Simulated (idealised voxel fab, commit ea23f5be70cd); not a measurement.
The document below concerns the process module designated voxel self aligned vias.
Displayed cross-section: cut, width of 220 nm, square cells sized 5 nm.
Cross-sections here: square-cell grids, written as top-down lists of bands, a band being one or more rows of cells.
What a band's entry tells you: where the top is and where the bottom is, as heights in nm, and after that what lies inside, material by material from left to right, each with its width in nm. Empty space is written as the word "blank", and a single material marked with the word "edge to edge" occupies the band from edge to edge.
Convention: height 0 is the level below which the wafer, as received, is all one material. The lowest band does not terminate at the bottom but continues downward, represented as "z 0 and below".
Read "30 to 40" as a graded width: first number on top, second number at the bottom, same change between each pair of neighbouring rows.
When a step is marked "no alteration", none of the cells in the cross-section changed during that step.
The entry titled "Sealed-off cavities" provides the empty spaces that have no open way to the top, restricted to those of 8 cells or more. Each is presented as width x height at distance, the distance being measured from the left edge, with all three in nm.
after a step's settings: what the simulator itself notes on the step
A step line may carry the setting "overlay nm", which, for steps involving a mask, states the distance by which the mask lay to the right of its intended position; negative values denote displacement to the left.

**Planned step list for the process**
- 1: RECEIVE (material Si)
- 2: CONFORMAL_DEP (material SiO2; thk nm 10)
- 3: CONFORMAL_DEP (material SiCN; thk nm 5)
- 4: DIRECTIONAL_DEP (material SiO2; thk nm 20)
- 5: MASKED_ETCH (tone open; mask id LINES; width nm 20; pitch nm 65; etch materials SiO2; depth nm 20; overlay nm 0)
- 6: CONFORMAL_DEP (material TiN; thk nm 5)
- 7: FILL_DEP (material Ru; thk nm 5)
- 8: CMP (height nm 35)
- 9: SELECTIVE_ETCH (etch materials W Ru TiN; depth nm 5)
- 10: FILL_DEP (material SiN; thk nm 5)
- 11: CMP (height nm 35)
- 12: DIRECTIONAL_DEP (material SiO2; thk nm 20)
- 13: DIRECTIONAL_DEP (material aC; thk nm 15)
- 14: PATTERN (tone open; mask id VIAS; material resist; width nm 40; pitch nm 130; thk nm 35; overlay nm 0)
- 15: DIRECTIONAL_ETCH (etch materials aC; depth nm 15)
- 16: STRIP (etch materials resist)
- 17: DIRECTIONAL_ETCH (etch materials SiO2; depth nm 20)
- 18: DIRECTIONAL_ETCH (etch materials SiN; depth nm 5)
- 19: STRIP (etch materials aC)
- 20: CONFORMAL_DEP (material TiN; thk nm 5)
- 21: FILL_DEP (material Ru; thk nm 5)
- 22: CMP (height nm 55)
- 23: CONFORMAL_DEP (material SiN; thk nm 5)

**As-received state of the wafer in cross-section, equivalent to post-step 1**
    z 0 and below  Si edge to edge
    Sealed-off cavities: none

**First of two wafers: cross-section at end of module, run per plan**
    z 60 to 55  SiN edge to edge
    z 55 to 40  SiO2 25 nm / TiN 5 nm / Ru 30 nm / TiN 5 nm / SiO2 90 nm / TiN 5 nm / Ru 30 nm / TiN 5 nm / SiO2 25 nm
    z 40 to 35  SiO2 25 nm / TiN 15 nm / Ru 10 nm / TiN 15 nm / SiO2 90 nm / TiN 15 nm / Ru 10 nm / TiN 15 nm / SiO2 25 nm
    z 35 to 30  SiO2 35 nm / TiN 20 nm / SiO2 45 nm / SiN 20 nm / SiO2 45 nm / TiN 20 nm / SiO2 35 nm
    z 30 to 20  SiO2 35 nm / TiN 5 nm / Ru 10 nm / TiN 5 nm / SiO2 45 nm / TiN 5 nm / Ru 10 nm / TiN 5 nm / SiO2 45 nm / TiN 5 nm / Ru 10 nm / TiN 5 nm / SiO2 35 nm
    z 20 to 15  SiO2 35 nm / TiN 20 nm / SiO2 45 nm / TiN 20 nm / SiO2 45 nm / TiN 20 nm / SiO2 35 nm
    z 15 to 10  SiCN edge to edge
    z 10 to 0  SiO2 edge to edge
    z 0 and below  Si edge to edge
    Sealed-off cavities: none

**Wafer two (of two), end-of-module cross-section: start = wafer one, plan = wafer one, one run mistake**
    z 60 to 55  SiN edge to edge
    z 55 to 40  SiO2 30 nm / TiN 5 nm / Ru 25 nm / TiN 5 nm / SiO2 95 nm / TiN 5 nm / Ru 25 nm / TiN 5 nm / SiO2 25 nm
    z 40 to 35  SiO2 30 nm / TiN 10 nm / Ru 10 nm / TiN 15 nm / SiO2 95 nm / TiN 10 nm / Ru 10 nm / TiN 15 nm / SiO2 25 nm
    z 35 to 30  SiO2 35 nm / TiN 20 nm / SiO2 45 nm / SiN 20 nm / SiO2 45 nm / TiN 20 nm / SiO2 35 nm
    z 30 to 20  SiO2 35 nm / TiN 5 nm / Ru 10 nm / TiN 5 nm / SiO2 45 nm / TiN 5 nm / Ru 10 nm / TiN 5 nm / SiO2 45 nm / TiN 5 nm / Ru 10 nm / TiN 5 nm / SiO2 35 nm
    z 20 to 15  SiO2 35 nm / TiN 20 nm / SiO2 45 nm / TiN 20 nm / SiO2 45 nm / TiN 20 nm / SiO2 35 nm
    z 15 to 10  SiCN edge to edge
    z 10 to 0  SiO2 edge to edge
    z 0 and below  Si edge to edge
    Sealed-off cavities: none
Short version of what went wrong: step 14 ran differently from the plan; actual operation with settings: PATTERN (tone open; mask id VIAS; material resist; width nm 35; pitch nm 130; thk nm 35; overlay nm 0)
In the final state, the cell counts of the second wafer exceed or fall short of those of the first for the following materials: -6 Ru; +8 SiO2; -2 TiN
